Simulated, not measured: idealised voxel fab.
The process module presented herein is designated voxel capacitor over wiring.
Displayed cross-section: cut, width of 250 nm, square cells sized 5 nm.
A cross-section is written here as square cells arranged in a grid, and it is given in bands from the top down, each band taking up one or more rows of cells. Each band's line starts with the height of the band's top and of its bottom, in nm. Then come its materials from left to right, each with its width in nm. One material with "full width" fills the band from edge to edge. "air" is empty space. Heights are measured from 0, the level below which the as-received wafer is all one material; the lowest band has no bottom and continues downward, written as in "0 -> down". Width spec "30..40" -> top row of cells at first value, bottom row at second value, equal per-row change in between. The designation "same as before", where it is given for a processing step, indicates that no cell of the cross-section was altered in the course of that step. "Catalogued sealed voids" lists enclosed empty spaces (at least 8 cells, no open path upward to the top), each as width x height at distance from the left edge, in nm. Past the settings on a step's line: simulator remark, on that step. If you see "overlay nm" on a step's line and that step has a mask, it's telling you how far right of where it was planned the mask ended up; a negative number means it went left instead.

## Process steps (planned)
| 1 | op RECEIVE | material Si |
| 2 | op CONFORMAL_DEP | material SiO2 | thk nm 10 |
| 3 | op DIRECTIONAL_DEP | material TiN | thk nm 5 |
| 4 | op DIRECTIONAL_DEP | material W | thk nm 15 |
| 5 | op DIRECTIONAL_DEP | material aC | thk nm 10 |
| 6 | op PATTERN | tone cover | mask id METAL_1 | material resist | width nm 25 | pitch nm 90 | thk nm 25 | overlay nm 0 |
| 7 | op DIRECTIONAL_ETCH | etch materials aC | depth nm 10 |
| 8 | op STRIP | etch materials resist |
| 9 | op DIRECTIONAL_ETCH | etch materials W | depth nm 15 |
| 10 | op DIRECTIONAL_ETCH | etch materials TiN | depth nm 5 |
| 11 | op STRIP | etch materials aC |
| 12 | op CONFORMAL_DEP | material SiCN | thk nm 5 |
| 13 | op FILL_DEP | material SiO2 | thk nm 5 |
| 14 | op CMP | height nm 30 |
| 15 | op CONFORMAL_DEP | material SiCN | thk nm 5 |
| 16 | op DIRECTIONAL_DEP | material SiO2 | thk nm 15 |
| 17 | op MASKED_ETCH | tone open | mask id PLUG_1 | width nm 15 | etch materials SiO2 | depth nm 15 | overlay nm 0 |
| 18 | op MASKED_ETCH | tone open | mask id PLUG_1 | width nm 15 | etch materials SiCN | depth nm 5 | overlay nm 0 |
| 19 | op EPI | material Ru | thk nm 10 |
| 20 | op EPI | material Ru | thk nm 10 |
| 21 | op DIRECTIONAL_DEP | material TiN | thk nm 10 |
| 22 | op DIRECTIONAL_DEP | material SiN | thk nm 5 |
| 23 | op DIRECTIONAL_DEP | material TiN | thk nm 10 |
| 24 | op MASKED_ETCH | tone cover | mask id UPPER_PLATE | width nm 70 | etch materials TiN | depth nm 10 | overlay nm 0 |
| 25 | op MASKED_ETCH | tone cover | mask id UPPER_PLATE | width nm 70 | etch materials SiN | depth nm 5 | overlay nm 0 |
| 26 | op PATTERN | tone cover | mask id LOWER_PLATE | material resist | width nm 80 | thk nm 20 | overlay nm 0 |
| 27 | op DIRECTIONAL_ETCH | etch materials TiN | depth nm 10 |
| 28 | op STRIP | etch materials resist |
| 29 | op FILL_DEP | material SiO2 | thk nm 20 |
| 30 | op CMP | height nm 90 |
| 31 | op DIRECTIONAL_DEP | material aC | thk nm 5 |
| 32 | op PATTERN | tone open | mask id PLUG_2 | material resist | width nm 15 | thk nm 30 | overlay nm 0 |
| 33 | op DIRECTIONAL_ETCH | etch materials aC | depth nm 15 |
| 34 | op STRIP | etch materials resist |
| 35 | op DIRECTIONAL_ETCH | etch materials SiO2 | depth nm 15 |
| 36 | op STRIP | etch materials aC |
| 37 | op CONFORMAL_DEP | material TiN | thk nm 5 |
| 38 | op FILL_DEP | material Ru | thk nm 5 |
| 39 | op CMP | height nm 90 |
| 40 | op CONFORMAL_DEP | material SiCN | thk nm 5 |
Split variable: thk nm, step 31. Plan value = first wafer. Wafers start alike.

## first wafer as received, after step 1
* 0 -> down  Si full width
* Catalogued sealed voids: none

## Below is a per-wafer table. In it, each row describes the wafer at the end of the module by giving, for each material, the number of cells gained (+) or lost (-) since the wafer was received, and after that the closed voids of the wafer
thk nm 5 | +14 Ru | +149 SiCN | +14 SiN | +666 SiO2 | +77 TiN | +30 W | Catalogued sealed voids: none
thk nm 10 | +14 Ru | +149 SiCN | +14 SiN | +666 SiO2 | +77 TiN | +30 W | Catalogued sealed voids: none
thk nm 15 | +14 Ru | +149 SiCN | +14 SiN | +666 SiO2 | +77 TiN | +30 W | Catalogued sealed voids: none
thk nm 20 | +12 Ru | +149 SiCN | +14 SiN | +675 SiO2 | +70 TiN | +30 W | Catalogued sealed voids: none
thk nm 25 | +12 Ru | +149 SiCN | +14 SiN | +675 SiO2 | +70 TiN | +30 W | Catalogued sealed voids: none
thk nm 30 | +12 Ru | +149 SiCN | +14 SiN | +675 SiO2 | +70 TiN | +30 W | Catalogued sealed voids: none
